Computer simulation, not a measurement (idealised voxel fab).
voxel transistor to metal: a process module
Displayed cross-section: cut, width of 180 nm, square cells sized 5 nm.
This document writes a cross-section as a grid whose cells are square, and gives it as bands, listed from the top down; one or more rows of cells form a band.
Heads up on the band format: heights come first, top then bottom, in nm. After that it's the materials left to right, each with its width in nm. A single material flagged "all across" fills the whole band edge to edge, and "blank" means there's empty space there.
It should be noted that heights are counted from 0, beneath which the wafer as supplied is of one material throughout, and that the lowest band possesses no lower boundary but continues downward, as written in "0 nm and below".
A two-number width, for instance "30..40", indicates that the width is equal to the first number in the top row of the band and to the second number in the bottom row, and that it changes by a constant amount per row of cells.
Reading "remained the same" for a step: not a cell of the cross-section changed in it.
Voids not open to the top, 8 cells minimum: see "Enclosed cavities". Written width x height at distance; distance is from the left edge; nm.
Formally, on a step line, whatever follows the settings is a remark that the simulator itself makes on the step.
overlay nm: on a step with a mask, how far right of its planned place the mask lay; negative means left.
So the way this works: pairs, before and after one process step. The after picture only goes down to the lowest band that actually changed, nothing below. Step and its settings are under each pair. And watch out, pairs might come from different runs of this module, same starting wafer though, so a pair only follows on from the one above if its "before" entry tells you so.
BEFORE
* 25 nm to 10 nm | blank: 30 | aC: 125 | blank: 25
* 10 nm to 0 nm | blank: 30 | SiN: 125 | blank: 25
* 0 nm to -5 nm | blank: 30 | SiO2: 125 | blank: 25
* -5 nm to -40 nm | blank: 30 | Si: 125 | blank: 25
* -40 nm and below | Si all across
* Enclosed cavities: none
AFTER
* 10 nm to 0 nm | blank: 30 | SiN: 125 | blank: 25
* Nothing below the height 0 has changed.
* Enclosed cavities: none
Step that separates the before view from the after view above: STRIP with etch materials aC
before: taken from the pair above, after panel.
AFTER
* 10 nm to 0 nm | blank: 30 | SiN: 125 | blank: 25
* 0 nm to -5 nm | blank: 30 | SiO2: 125 | blank: 25
* -5 nm to -40 nm | blank: 30 | SiO2: 5 | Si: 115 | SiO2: 5 | blank: 25
* -40 nm to -45 nm | SiO2: 35 | Si: 115 | SiO2: 30
* Nothing below the height -45 has changed.
* Enclosed cavities: none
Step that separates the before view from the after view above: OXIDIZE with depth nm 5
before: taken from the pair above, after panel.
AFTER
* 15 nm to 10 nm | SiO2 all across
* 10 nm to 0 nm | SiO2: 30 | SiN: 125 | SiO2: 25
* 0 nm to -5 nm | SiO2 all across
* -5 nm to -45 nm | SiO2: 35 | Si: 115 | SiO2: 30
* Nothing below the height -45 has changed.
* Enclosed cavities: none
Step that separates the before view from the after view above: FILL_DEP with material SiO2, thk nm 5
before: taken from the pair above, after panel.
AFTER
* 10 nm to 0 nm | SiO2: 30 | SiN: 125 | SiO2: 25
* Nothing below the height 0 has changed.
* Enclosed cavities: none
Step that separates the before view from the after view above: CMP with height nm 10
before: taken from the pair above, after panel.
AFTER
* 10 nm to 5 nm | blank: 30 | SiN: 125 | blank: 25
* Nothing below the height 5 has changed.
* Enclosed cavities: none
Step that separates the before view from the after view above: SELECTIVE_ETCH with etch materials SiO2, depth nm 5
before: taken from the pair above, after panel.
AFTER
* 5 nm to 0 nm | SiO2: 30 | blank: 125 | SiO2: 25
* Nothing below the height 0 has changed.
* Enclosed cavities: none
Step that separates the before view from the after view above: STRIP with etch materials SiN
before: taken from the pair above, after panel.
AFTER
* 0 nm to -5 nm | SiO2: 25 | blank: 135 | SiO2: 20
* Nothing below the height -5 has changed.
* Enclosed cavities: none
Step that separates the before view from the after view above: SELECTIVE_ETCH with etch materials SiO2, depth nm 5
before: taken from the pair above, after panel.
AFTER
* 0 nm to -5 nm | SiO2: 25 | blank: 135 | SiO2: 20
* -5 nm to -10 nm | SiO2 all across
* Nothing below the height -10 has changed.
* Enclosed cavities: none
Step that separates the before view from the after view above: OXIDIZE with depth nm 5
before: taken from the pair above, after panel.
AFTER
* 25 nm to 20 nm | polySi: 25 | blank: 135 | polySi: 20
* 20 nm to 0 nm | polySi all across
* 0 nm to -5 nm | SiO2: 25 | polySi: 135 | SiO2: 20
* Nothing below the height -5 has changed.
* Enclosed cavities: none
Step that separates the before view from the after view above: DIRECTIONAL_DEP with material polySi, thk nm 25
before: taken from the pair above, after panel.
AFTER
* 40 nm to 35 nm | SiCN: 25 | blank: 135 | SiCN: 20
* 35 nm to 25 nm | SiCN all across
* 25 nm to 20 nm | polySi: 25 | SiCN: 135 | polySi: 20
* Nothing below the height 20 has changed.
* Enclosed cavities: none
Step that separates the before view from the after view above: DIRECTIONAL_DEP with material SiCN, thk nm 15
before: taken from the pair above, after panel.
AFTER
* 50 nm to 45 nm | aC: 25 | blank: 135 | aC: 20
* 45 nm to 40 nm | aC all across
* 40 nm to 35 nm | SiCN: 25 | aC: 135 | SiCN: 20
* Nothing below the height 35 has changed.
* Enclosed cavities: none
Step that separates the before view from the after view above: DIRECTIONAL_DEP with material aC, thk nm 10
before: taken from the pair above, after panel.
AFTER
* 80 nm to 50 nm | blank: 70 | resist: 35 | blank: 75
* 50 nm to 45 nm | aC: 25 | blank: 45 | resist: 35 | blank: 55 | aC: 20
* Nothing below the height 45 has changed.
* Enclosed cavities: none
Step that separates the before view from the after view above: PATTERN with tone cover, mask id GATE, material resist, width nm 35, thk nm 30, overlay nm 0
before: taken from the pair above, after panel.
AFTER
* 70 nm to 45 nm | blank: 70 | resist: 35 | blank: 75
* 45 nm to 40 nm | blank: 70 | aC: 35 | blank: 75
* 40 nm to 35 nm | SiCN: 25 | blank: 45 | aC: 35 | blank: 55 | SiCN: 20
* Nothing below the height 35 has changed.
* Enclosed cavities: none
Step that separates the before view from the after view above: DIRECTIONAL_ETCH with etch materials aC, depth nm 10
before: taken from the pair above, after panel.
AFTER
* 45 nm to 40 nm | blank: 70 | aC: 35 | blank: 75
* Nothing below the height 40 has changed.
* Enclosed cavities: none
Step that separates the before view from the after view above: STRIP with etch materials resist
before: taken from the pair above, after panel.
AFTER
* 45 nm to 35 nm | blank: 70 | aC: 35 | blank: 75
* 35 nm to 25 nm | blank: 70 | SiCN: 35 | blank: 75
* 25 nm to 20 nm | polySi: 25 | blank: 45 | SiCN: 35 | blank: 55 | polySi: 20
* Nothing below the height 20 has changed.
* Enclosed cavities: none
Step that separates the before view from the after view above: DIRECTIONAL_ETCH with etch materials SiCN, depth nm 25
before: taken from the pair above, after panel.
AFTER
* 45 nm to 35 nm | blank: 70 | aC: 35 | blank: 75
* 35 nm to 20 nm | blank: 70 | SiCN: 35 | blank: 75
* 20 nm to 0 nm | blank: 70 | polySi: 35 | blank: 75
* 0 nm to -5 nm | SiO2: 25 | blank: 45 | polySi: 35 | blank: 55 | SiO2: 20
* Nothing below the height -5 has changed.
* Enclosed cavities: none
Step that separates the before view from the after view above: DIRECTIONAL_ETCH with etch materials polySi, depth nm 35
before: taken from the pair above, after panel.
AFTER
* 35 nm to 20 nm | blank: 70 | SiCN: 35 | blank: 75
* Nothing below the height 20 has changed.
* Enclosed cavities: none
Step that separates the before view from the after view above: STRIP with etch materials aC
before: taken from the pair above, after panel.
AFTER
* 40 nm to 35 nm | blank: 65 | SiN: 45 | blank: 70
* 35 nm to 20 nm | blank: 65 | SiN: 5 | SiCN: 35 | SiN: 5 | blank: 70
* 20 nm to 5 nm | blank: 65 | SiN: 5 | polySi: 35 | SiN: 5 | blank: 70
* 5 nm to 0 nm | SiN: 30 | blank: 35 | SiN: 5 | polySi: 35 | SiN: 5 | blank: 45 | SiN: 25
* 0 nm to -5 nm | SiO2: 25 | SiN: 45 | polySi: 35 | SiN: 55 | SiO2: 20
* Nothing below the height -5 has changed.
* Enclosed cavities: none
Step that separates the before view from the after view above: CONFORMAL_DEP with material SiN, thk nm 5
before: taken from the pair above, after panel.
AFTER
* 35 nm to 20 nm | blank: 65 | SiN: 5 | SiCN: 35 | SiN: 5 | blank: 70
* 20 nm to 0 nm | blank: 65 | SiN: 5 | polySi: 35 | SiN: 5 | blank: 70
* 0 nm to -5 nm | SiO2: 25 | SiN: 5 | blank: 35 | SiN: 5 | polySi: 35 | SiN: 5 | blank: 45 | SiN: 5 | SiO2: 20
* Nothing below the height -5 has changed.
* Enclosed cavities: none
Step that separates the before view from the after view above: DIRECTIONAL_ETCH with etch materials SiN, depth nm 5
before: taken from the pair above, after panel.
AFTER
* 35 nm to 20 nm | blank: 65 | SiN: 5 | SiCN: 35 | SiN: 5 | blank: 70
* 20 nm to 0 nm | blank: 65 | SiN: 5 | polySi: 35 | SiN: 5 | blank: 70
* 0 nm to -5 nm | blank: 25 | SiN: 5 | blank: 35 | SiN: 5 | polySi: 35 | SiN: 5 | blank: 45 | SiN: 5 | blank: 20
* -5 nm to -10 nm | SiO2: 30 | blank: 35 | SiO2: 45 | blank: 45 | SiO2: 25
* Nothing below the height -10 has changed.
* Enclosed cavities: none
Step that separates the before view from the after view above: DIRECTIONAL_ETCH with etch materials SiO2, depth nm 5
before: taken from the pair above, after panel.
AFTER
* 35 nm to 20 nm | blank: 65 | SiN: 5 | SiCN: 35 | SiN: 5 | blank: 70
* 20 nm to 0 nm | blank: 65 | SiN: 5 | polySi: 35 | SiN: 5 | blank: 70
* 0 nm to -5 nm | blank: 25 | SiN: 5 | blank: 35 | SiN: 5 | polySi: 35 | SiN: 5 | blank: 45 | SiN: 5 | blank: 20
* -5 nm to -10 nm | SiO2: 30 | blank: 35 | SiO2: 45 | blank: 45 | SiO2: 25
* -10 nm to -15 nm | SiO2: 35 | blank: 30 | Si: 45 | blank: 40 | SiO2: 30
* Nothing below the height -15 has changed.
* Enclosed cavities: none
Step that separates the before view from the after view above: DIRECTIONAL_ETCH with etch materials Si, depth nm 5
before: taken from the pair above, after panel.
AFTER
* 35 nm to 20 nm | blank: 65 | SiN: 5 | SiCN: 35 | SiN: 5 | blank: 70
* 20 nm to 0 nm | blank: 65 | SiN: 5 | polySi: 35 | SiN: 5 | blank: 70
* 0 nm to -5 nm | blank: 25 | SiN: 5 | blank: 25 | pSi: 10 | SiN: 5 | polySi: 35 | SiN: 5 | pSi: 10 | blank: 35 | SiN: 5 | blank: 20
* -5 nm to -10 nm | SiO2: 30 | pSi: 35 | SiO2: 45 | pSi: 45 | SiO2: 25
* -10 nm to -15 nm | SiO2: 35 | pSi: 30 | Si: 45 | pSi: 40 | SiO2: 30
* Nothing below the height -15 has changed.
* Enclosed cavities: none
Step that separates the before view from the after view above: EPI with material pSi, thk nm 10
before: taken from the pair above, after panel.
AFTER
* 45 nm to 35 nm | SiO2 all across
* 35 nm to 20 nm | SiO2: 65 | SiN: 5 | SiCN: 35 | SiN: 5 | SiO2: 70
* 20 nm to 0 nm | SiO2: 65 | SiN: 5 | polySi: 35 | SiN: 5 | SiO2: 70
* 0 nm to -5 nm | SiO2: 25 | SiN: 5 | SiO2: 25 | pSi: 10 | SiN: 5 | polySi: 35 | SiN: 5 | pSi: 10 | SiO2: 35 | SiN: 5 | SiO2: 20
* Nothing below the height -5 has changed.
* Enclosed cavities: none
Step that separates the before view from the after view above: FILL_DEP with material SiO2, thk nm 10
before: taken from the pair above, after panel.
AFTER
* 20 nm to 0 nm | SiO2: 65 | SiN: 5 | polySi: 35 | SiN: 5 | SiO2: 70
* Nothing below the height 0 has changed.
* Enclosed cavities: none
Step that separates the before view from the after view above: CMP with height nm 20
before: taken from the pair above, after panel.
AFTER
* 20 nm to 0 nm | SiO2: 65 | SiN: 5 | blank: 35 | SiN: 5 | SiO2: 70
* 0 nm to -5 nm | SiO2: 25 | SiN: 5 | SiO2: 25 | pSi: 10 | SiN: 5 | blank: 35 | SiN: 5 | pSi: 10 | SiO2: 35 | SiN: 5 | SiO2: 20
* Nothing below the height -5 has changed.
* Enclosed cavities: none
Step that separates the before view from the after view above: STRIP with etch materials polySi
before: taken from the pair above, after panel.
AFTER
* 20 nm to 15 nm | blank: 65 | SiN: 5 | blank: 35 | SiN: 5 | blank: 70
* 15 nm to 0 nm | SiO2: 65 | SiN: 5 | blank: 35 | SiN: 5 | SiO2: 70
* 0 nm to -5 nm | SiO2: 25 | SiN: 5 | SiO2: 25 | pSi: 10 | SiN: 5 | blank: 35 | SiN: 5 | pSi: 10 | SiO2: 35 | SiN: 5 | SiO2: 20
* -5 nm to -10 nm | SiO2: 30 | pSi: 35 | blank: 45 | pSi: 45 | SiO2: 25
* Nothing below the height -10 has changed.
* Enclosed cavities: none
Step that separates the before view from the after view above: SELECTIVE_ETCH with etch materials SiO2, depth nm 5
before: taken from the pair above, after panel.
AFTER
* 25 nm to 20 nm | blank: 60 | HfO2: 15 | blank: 25 | HfO2: 15 | blank: 65
* 20 nm to 15 nm | HfO2: 65 | SiN: 5 | HfO2: 5 | blank: 25 | HfO2: 5 | SiN: 5 | HfO2: 70
* 15 nm to 0 nm | SiO2: 65 | SiN: 5 | HfO2: 5 | blank: 25 | HfO2: 5 | SiN: 5 | SiO2: 70
* 0 nm to -5 nm | SiO2: 25 | SiN: 5 | SiO2: 25 | pSi: 10 | SiN: 5 | HfO2: 5 | blank: 25 | HfO2: 5 | SiN: 5 | pSi: 10 | SiO2: 35 | SiN: 5 | SiO2: 20
* -5 nm to -10 nm | SiO2: 30 | pSi: 35 | HfO2: 45 | pSi: 45 | SiO2: 25
* Nothing below the height -10 has changed.
* Enclosed cavities: none
Step that separates the before view from the after view above: CONFORMAL_DEP with material HfO2, thk nm 5
before: taken from the pair above, after panel.
AFTER
* 30 nm to 25 nm | blank: 55 | TiN: 25 | blank: 15 | TiN: 25 | blank: 60
* 25 nm to 20 nm | TiN: 60 | HfO2: 15 | TiN: 5 | blank: 15 | TiN: 5 | HfO2: 15 | TiN: 65
* 20 nm to 15 nm | HfO2: 65 | SiN: 5 | HfO2: 5 | TiN: 5 | blank: 15 | TiN: 5 | HfO2: 5 | SiN: 5 | HfO2: 70
* 15 nm to 0 nm | SiO2: 65 | SiN: 5 | HfO2: 5 | TiN: 5 | blank: 15 | TiN: 5 | HfO2: 5 | SiN: 5 | SiO2: 70
* 0 nm to -5 nm | SiO2: 25 | SiN: 5 | SiO2: 25 | pSi: 10 | SiN: 5 | HfO2: 5 | TiN: 25 | HfO2: 5 | SiN: 5 | pSi: 10 | SiO2: 35 | SiN: 5 | SiO2: 20
* Nothing below the height -5 has changed.
* Enclosed cavities: none
Step that separates the before view from the after view above: CONFORMAL_DEP with material TiN, thk nm 5
before: taken from the pair above, after panel.
AFTER
* 40 nm to 30 nm | W all across
* 30 nm to 25 nm | W: 55 | TiN: 25 | W: 15 | TiN: 25 | W: 60
* 25 nm to 20 nm | TiN: 60 | HfO2: 15 | TiN: 5 | W: 15 | TiN: 5 | HfO2: 15 | TiN: 65
* 20 nm to 15 nm | HfO2: 65 | SiN: 5 | HfO2: 5 | TiN: 5 | W: 15 | TiN: 5 | HfO2: 5 | SiN: 5 | HfO2: 70
* 15 nm to 0 nm | SiO2: 65 | SiN: 5 | HfO2: 5 | TiN: 5 | W: 15 | TiN: 5 | HfO2: 5 | SiN: 5 | SiO2: 70
* Nothing below the height 0 has changed.
* Enclosed cavities: none
Step that separates the before view from the after view above: FILL_DEP with material W, thk nm 10
before: taken from the pair above, after panel.
AFTER
* 15 nm to 0 nm | SiO2: 65 | SiN: 5 | HfO2: 5 | TiN: 5 | W: 15 | TiN: 5 | HfO2: 5 | SiN: 5 | SiO2: 70
* Nothing below the height 0 has changed.
* Enclosed cavities: none
Step that separates the before view from the after view above: CMP with height nm 15
before: taken from the pair above, after panel.
AFTER
* 25 nm to 15 nm | SiO2 all across
* Nothing below the height 15 has changed.
* Enclosed cavities: none
Step that separates the before view from the after view above: DIRECTIONAL_DEP with material SiO2, thk nm 10
before: taken from the pair above, after panel.
AFTER
* 25 nm to 15 nm | SiO2: 35 | blank: 15 | SiO2: 75 | blank: 15 | SiO2: 40
* 15 nm to 0 nm | SiO2: 35 | blank: 15 | SiO2: 15 | SiN: 5 | HfO2: 5 | TiN: 5 | W: 15 | TiN: 5 | HfO2: 5 | SiN: 5 | SiO2: 15 | blank: 15 | SiO2: 40
* 0 nm to -5 nm | SiO2: 25 | SiN: 5 | SiO2: 5 | blank: 15 | SiO2: 5 | pSi: 10 | SiN: 5 | HfO2: 5 | TiN: 25 | HfO2: 5 | SiN: 5 | pSi: 10 | SiO2: 5 | blank: 15 | SiO2: 15 | SiN: 5 | SiO2: 20
* Nothing below the height -5 has changed.
* Enclosed cavities: none
Step that separates the before view from the after view above: MASKED_ETCH with tone open, mask id CONTACT, width nm 15, pitch nm 90, etch materials SiO2, depth nm 30, overlay nm 0
before: taken from the pair above, after panel.
AFTER
* 30 nm to 25 nm | TiN: 40 | blank: 5 | TiN: 85 | blank: 5 | TiN: 45
* 25 nm to 15 nm | SiO2: 35 | TiN: 5 | blank: 5 | TiN: 5 | SiO2: 75 | TiN: 5 | blank: 5 | TiN: 5 | SiO2: 40
* 15 nm to 0 nm | SiO2: 35 | TiN: 5 | blank: 5 | TiN: 5 | SiO2: 15 | SiN: 5 | HfO2: 5 | TiN: 5 | W: 15 | TiN: 5 | HfO2: 5 | SiN: 5 | SiO2: 15 | TiN: 5 | blank: 5 | TiN: 5 | SiO2: 40
* 0 nm to -5 nm | SiO2: 25 | SiN: 5 | SiO2: 5 | TiN: 15 | SiO2: 5 | pSi: 10 | SiN: 5 | HfO2: 5 | TiN: 25 | HfO2: 5 | SiN: 5 | pSi: 10 | SiO2: 5 | TiN: 15 | SiO2: 15 | SiN: 5 | SiO2: 20
* Nothing below the height -5 has changed.
* Enclosed cavities: none
Step that separates the before view from the after view above: CONFORMAL_DEP with material TiN, thk nm 5
before: taken from the pair above, after panel.
AFTER
* 35 nm to 30 nm | W all across
* 30 nm to 25 nm | TiN: 40 | W: 5 | TiN: 85 | W: 5 | TiN: 45
* 25 nm to 15 nm | SiO2: 35 | TiN: 5 | W: 5 | TiN: 5 | SiO2: 75 | TiN: 5 | W: 5 | TiN: 5 | SiO2: 40
* 15 nm to 0 nm | SiO2: 35 | TiN: 5 | W: 5 | TiN: 5 | SiO2: 15 | SiN: 5 | HfO2: 5 | TiN: 5 | W: 15 | TiN: 5 | HfO2: 5 | SiN: 5 | SiO2: 15 | TiN: 5 | W: 5 | TiN: 5 | SiO2: 40
* Nothing below the height 0 has changed.
* Enclosed cavities: none
Step that separates the before view from the after view above: FILL_DEP with material W, thk nm 5
before: taken from the pair above, after panel.
AFTER
* 25 nm to 15 nm | SiO2: 35 | TiN: 5 | W: 5 | TiN: 5 | SiO2: 75 | TiN: 5 | W: 5 | TiN: 5 | SiO2: 40
* Nothing below the height 15 has changed.
* Enclosed cavities: none
Step that separates the before view from the after view above: CMP with height nm 25
before: taken from the pair above, after panel.
AFTER
* 30 nm to 25 nm | SiN all across
* Nothing below the height 25 has changed.
* Enclosed cavities: none
Step that separates the before view from the after view above: CONFORMAL_DEP with material SiN, thk nm 5
before: taken from the pair above, after panel.
AFTER
* 50 nm to 30 nm | lowk all across
* Nothing below the height 30 has changed.
* Enclosed cavities: none
Step that separates the before view from the after view above: DIRECTIONAL_DEP with material lowk, thk nm 20
before: taken from the pair above, after panel.
AFTER
* 65 nm to 50 nm | resist: 35 | blank: 15 | resist: 75 | blank: 15 | resist: 40
* Nothing below the height 50 has changed.
* Enclosed cavities: none
Step that separates the before view from the after view above: PATTERN with tone open, mask id METAL_1, material resist, width nm 15, pitch nm 90, thk nm 15, overlay nm 0
before: taken from the pair above, after panel.
AFTER
* 65 nm to 50 nm | resist: 35 | blank: 15 | resist: 75 | blank: 15 | resist: 40
* 50 nm to 30 nm | lowk: 35 | blank: 15 | lowk: 75 | blank: 15 | lowk: 40
* Nothing below the height 30 has changed.
* Enclosed cavities: none
Step that separates the before view from the after view above: DIRECTIONAL_ETCH with etch materials lowk, depth nm 20
before: taken from the pair above, after panel.
AFTER
* 65 nm to 50 nm | resist: 35 | blank: 15 | resist: 75 | blank: 15 | resist: 40
* 50 nm to 30 nm | lowk: 35 | blank: 15 | lowk: 75 | blank: 15 | lowk: 40
* 30 nm to 25 nm | SiN: 35 | blank: 15 | SiN: 75 | blank: 15 | SiN: 40
* Nothing below the height 25 has changed.
* Enclosed cavities: none
Step that separates the before view from the after view above: DIRECTIONAL_ETCH with etch materials SiN, depth nm 5
before: taken from the pair above, after panel.
AFTER
* 50 nm to 30 nm | lowk: 35 | blank: 15 | lowk: 75 | blank: 15 | lowk: 40
* Nothing below the height 30 has changed.
* Enclosed cavities: none
Step that separates the before view from the after view above: STRIP with etch materials resist
before: taken from the pair above, after panel.
AFTER
* 55 nm to 50 nm | TiN: 40 | blank: 5 | TiN: 85 | blank: 5 | TiN: 45
* 50 nm to 30 nm | lowk: 35 | TiN: 5 | blank: 5 | TiN: 5 | lowk: 75 | TiN: 5 | blank: 5 | TiN: 5 | lowk: 40
* 30 nm to 25 nm | SiN: 35 | TiN: 15 | SiN: 75 | TiN: 15 | SiN: 40
* Nothing below the height 25 has changed.
* Enclosed cavities: none
Step that separates the before view from the after view above: CONFORMAL_DEP with material TiN, thk nm 5
before: taken from the pair above, after panel.
AFTER
* 60 nm to 55 nm | Cu all across
* 55 nm to 50 nm | TiN: 40 | Cu: 5 | TiN: 85 | Cu: 5 | TiN: 45
* 50 nm to 30 nm | lowk: 35 | TiN: 5 | Cu: 5 | TiN: 5 | lowk: 75 | TiN: 5 | Cu: 5 | TiN: 5 | lowk: 40
* Nothing below the height 30 has changed.
* Enclosed cavities: none
Step that separates the before view from the after view above: FILL_DEP with material Cu, thk nm 5
before: taken from the pair above, after panel.
AFTER
* 50 nm to 30 nm | lowk: 35 | TiN: 5 | Cu: 5 | TiN: 5 | lowk: 75 | TiN: 5 | Cu: 5 | TiN: 5 | lowk: 40
* Nothing below the height 30 has changed.
* Enclosed cavities: none
Step that separates the before view from the after view above: CMP with height nm 50
before: taken from the pair above, after panel.
AFTER
* 55 nm to 50 nm | blank: 30 | Ru: 25 | blank: 65 | Ru: 25 | blank: 35
* Nothing below the height 50 has changed.
* Enclosed cavities: none
Step that separates the before view from the after view above: EPI with material Ru, thk nm 5
before: taken from the pair above, after panel.
AFTER
* 60 nm to 55 nm | SiCN all across
* 55 nm to 50 nm | SiCN: 30 | Ru: 25 | SiCN: 65 | Ru: 25 | SiCN: 35
* Nothing below the height 50 has changed.
* Enclosed cavities: none
Step that separates the before view from the after view above: FILL_DEP with material SiCN, thk nm 5
BEFORE
* 30 nm to 25 nm | TiN: 40 | blank: 5 | TiN: 85 | blank: 5 | TiN: 45
* 25 nm to 15 nm | SiO2: 35 | TiN: 5 | blank: 5 | TiN: 5 | SiO2: 75 | TiN: 5 | blank: 5 | TiN: 5 | SiO2: 40
* 15 nm to 0 nm | SiO2: 35 | TiN: 5 | blank: 5 | TiN: 5 | SiO2: 15 | SiN: 5 | HfO2: 5 | TiN: 5 | W: 15 | TiN: 5 | HfO2: 5 | SiN: 5 | SiO2: 15 | TiN: 5 | blank: 5 | TiN: 5 | SiO2: 40
* 0 nm to -5 nm | SiO2: 20 | SiN: 5 | SiO2: 10 | TiN: 15 | SiO2: 5 | pSi: 10 | SiN: 5 | HfO2: 5 | TiN: 25 | HfO2: 5 | SiN: 5 | pSi: 10 | SiO2: 5 | TiN: 15 | SiO2: 10 | SiN: 5 | SiO2: 25
* -5 nm to -10 nm | SiO2: 25 | pSi: 40 | HfO2: 45 | pSi: 40 | SiO2: 30
* -10 nm to -15 nm | SiO2: 30 | pSi: 35 | Si: 45 | pSi: 35 | SiO2: 35
* -15 nm to -45 nm | SiO2: 30 | Si: 115 | SiO2: 35
* -45 nm and below | Si all across
* Enclosed cavities: none
AFTER
* 35 nm to 30 nm | Cu all across
* 30 nm to 25 nm | TiN: 40 | Cu: 5 | TiN: 85 | Cu: 5 | TiN: 45
* 25 nm to 15 nm | SiO2: 35 | TiN: 5 | Cu: 5 | TiN: 5 | SiO2: 75 | TiN: 5 | Cu: 5 | TiN: 5 | SiO2: 40
* 15 nm to 0 nm | SiO2: 35 | TiN: 5 | Cu: 5 | TiN: 5 | SiO2: 15 | SiN: 5 | HfO2: 5 | TiN: 5 | W: 15 | TiN: 5 | HfO2: 5 | SiN: 5 | SiO2: 15 | TiN: 5 | Cu: 5 | TiN: 5 | SiO2: 40
* Nothing below the height 0 has changed.
* Enclosed cavities: none
Step that separates the before view from the after view above: FILL_DEP with material Cu, thk nm 5
before: taken from the pair above, after panel.
AFTER
* 25 nm to 15 nm | SiO2: 35 | TiN: 5 | Cu: 5 | TiN: 5 | SiO2: 75 | TiN: 5 | Cu: 5 | TiN: 5 | SiO2: 40
* Nothing below the height 15 has changed.
* Enclosed cavities: none
Step that separates the before view from the after view above: CMP with height nm 25
before: taken from the pair above, after panel.
AFTER
* 30 nm to 25 nm | SiN all across
* Nothing below the height 25 has changed.
* Enclosed cavities: none
Step that separates the before view from the after view above: CONFORMAL_DEP with material SiN, thk nm 5
before: taken from the pair above, after panel.
AFTER
* 50 nm to 30 nm | lowk all across
* Nothing below the height 30 has changed.
* Enclosed cavities: none
Step that separates the before view from the after view above: DIRECTIONAL_DEP with material lowk, thk nm 20
before: taken from the pair above, after panel.
AFTER
* 65 nm to 50 nm | resist: 35 | blank: 15 | resist: 75 | blank: 15 | resist: 40
* Nothing below the height 50 has changed.
* Enclosed cavities: none
Step that separates the before view from the after view above: PATTERN with tone open, mask id METAL_1, material resist, width nm 15, pitch nm 90, thk nm 15, overlay nm 0
before: taken from the pair above, after panel.
AFTER
* 65 nm to 50 nm | resist: 35 | blank: 15 | resist: 75 | blank: 15 | resist: 40
* 50 nm to 30 nm | lowk: 35 | blank: 15 | lowk: 75 | blank: 15 | lowk: 40
* Nothing below the height 30 has changed.
* Enclosed cavities: none
Step that separates the before view from the after view above: DIRECTIONAL_ETCH with etch materials lowk, depth nm 20
before: taken from the pair above, after panel.
AFTER
* 65 nm to 50 nm | resist: 35 | blank: 15 | resist: 75 | blank: 15 | resist: 40
* 50 nm to 30 nm | lowk: 35 | blank: 15 | lowk: 75 | blank: 15 | lowk: 40
* 30 nm to 25 nm | SiN: 35 | blank: 15 | SiN: 75 | blank: 15 | SiN: 40
* Nothing below the height 25 has changed.
* Enclosed cavities: none
Step that separates the before view from the after view above: DIRECTIONAL_ETCH with etch materials SiN, depth nm 5
before: taken from the pair above, after panel.
AFTER
* 50 nm to 30 nm | lowk: 35 | blank: 15 | lowk: 75 | blank: 15 | lowk: 40
* Nothing below the height 30 has changed.
* Enclosed cavities: none
Step that separates the before view from the after view above: STRIP with etch materials resist
before: taken from the pair above, after panel.
AFTER
* 55 nm to 50 nm | TiN: 40 | blank: 5 | TiN: 85 | blank: 5 | TiN: 45
* 50 nm to 30 nm | lowk: 35 | TiN: 5 | blank: 5 | TiN: 5 | lowk: 75 | TiN: 5 | blank: 5 | TiN: 5 | lowk: 40
* 30 nm to 25 nm | SiN: 35 | TiN: 15 | SiN: 75 | TiN: 15 | SiN: 40
* Nothing below the height 25 has changed.
* Enclosed cavities: none
Step that separates the before view from the after view above: CONFORMAL_DEP with material TiN, thk nm 5
before: taken from the pair above, after panel.
AFTER
* 60 nm to 55 nm | Cu all across
* 55 nm to 50 nm | TiN: 40 | Cu: 5 | TiN: 85 | Cu: 5 | TiN: 45
* 50 nm to 30 nm | lowk: 35 | TiN: 5 | Cu: 5 | TiN: 5 | lowk: 75 | TiN: 5 | Cu: 5 | TiN: 5 | lowk: 40
* Nothing below the height 30 has changed.
* Enclosed cavities: none
Step that separates the before view from the after view above: FILL_DEP with material Cu, thk nm 5
before: taken from the pair above, after panel.
AFTER
* 50 nm to 30 nm | lowk: 35 | TiN: 5 | Cu: 5 | TiN: 5 | lowk: 75 | TiN: 5 | Cu: 5 | TiN: 5 | lowk: 40
* Nothing below the height 30 has changed.
* Enclosed cavities: none
Step that separates the before view from the after view above: CMP with height nm 50
before: taken from the pair above, after panel.
AFTER
* 55 nm to 50 nm | blank: 30 | Ru: 25 | blank: 65 | Ru: 25 | blank: 35
* Nothing below the height 50 has changed.
* Enclosed cavities: none
Step that separates the before view from the after view above: EPI with material Ru, thk nm 5
before: taken from the pair above, after panel.
AFTER
* 60 nm to 55 nm | SiCN all across
* 55 nm to 50 nm | SiCN: 30 | Ru: 25 | SiCN: 65 | Ru: 25 | SiCN: 35
* Nothing below the height 50 has changed.
* Enclosed cavities: none
Step that separates the before view from the after view above: FILL_DEP with material SiCN, thk nm 5
BEFORE
* 25 nm to 10 nm | aC all across
* 10 nm to 0 nm | SiN all across
* 0 nm to -5 nm | SiO2 all across
* -5 nm and below | Si all across
* Enclosed cavities: none
AFTER
* 60 nm to 25 nm | resist: 25 | blank: 125 | resist: 30
* Nothing below the height 25 has changed.
* Enclosed cavities: none
Step that separates the before view from the after view above: PATTERN with tone open, mask id ACTIVE, material resist, width nm 125, thk nm 35, overlay nm 0
before: taken from the pair above, after panel.
AFTER
* 45 nm to 25 nm | resist: 25 | blank: 125 | resist: 30
* 25 nm to 10 nm | aC: 25 | blank: 125 | aC: 30
* Nothing below the height 10 has changed.
* Enclosed cavities: none
Step that separates the before view from the after view above: DIRECTIONAL_ETCH with etch materials aC, depth nm 15
before: taken from the pair above, after panel.
AFTER
* 25 nm to 10 nm | aC: 25 | blank: 125 | aC: 30
* Nothing below the height 10 has changed.
* Enclosed cavities: none
Step that separates the before view from the after view above: STRIP with etch materials resist
before: taken from the pair above, after panel.
AFTER
* 25 nm to 10 nm | aC: 25 | blank: 125 | aC: 30
* 10 nm to 0 nm | SiN: 25 | blank: 125 | SiN: 30
* Nothing below the height 0 has changed.
* Enclosed cavities: none
Step that separates the before view from the after view above: DIRECTIONAL_ETCH with etch materials SiN, depth nm 10
before: taken from the pair above, after panel.
AFTER
* 25 nm to 10 nm | aC: 25 | blank: 125 | aC: 30
* 10 nm to 0 nm | SiN: 25 | blank: 125 | SiN: 30
* 0 nm to -5 nm | SiO2: 25 | blank: 125 | SiO2: 30
* Nothing below the height -5 has changed.
* Enclosed cavities: none
Step that separates the before view from the after view above: DIRECTIONAL_ETCH with etch materials SiO2, depth nm 5
before: taken from the pair above, after panel.
AFTER
* 25 nm to 10 nm | aC: 25 | blank: 125 | aC: 30
* 10 nm to 0 nm | SiN: 25 | blank: 125 | SiN: 30
* 0 nm to -5 nm | SiO2: 25 | blank: 125 | SiO2: 30
* -5 nm to -40 nm | Si: 25 | blank: 125 | Si: 30
* Nothing below the height -40 has changed.
* Enclosed cavities: none
Step that separates the before view from the after view above: DIRECTIONAL_ETCH with etch materials Si, depth nm 35
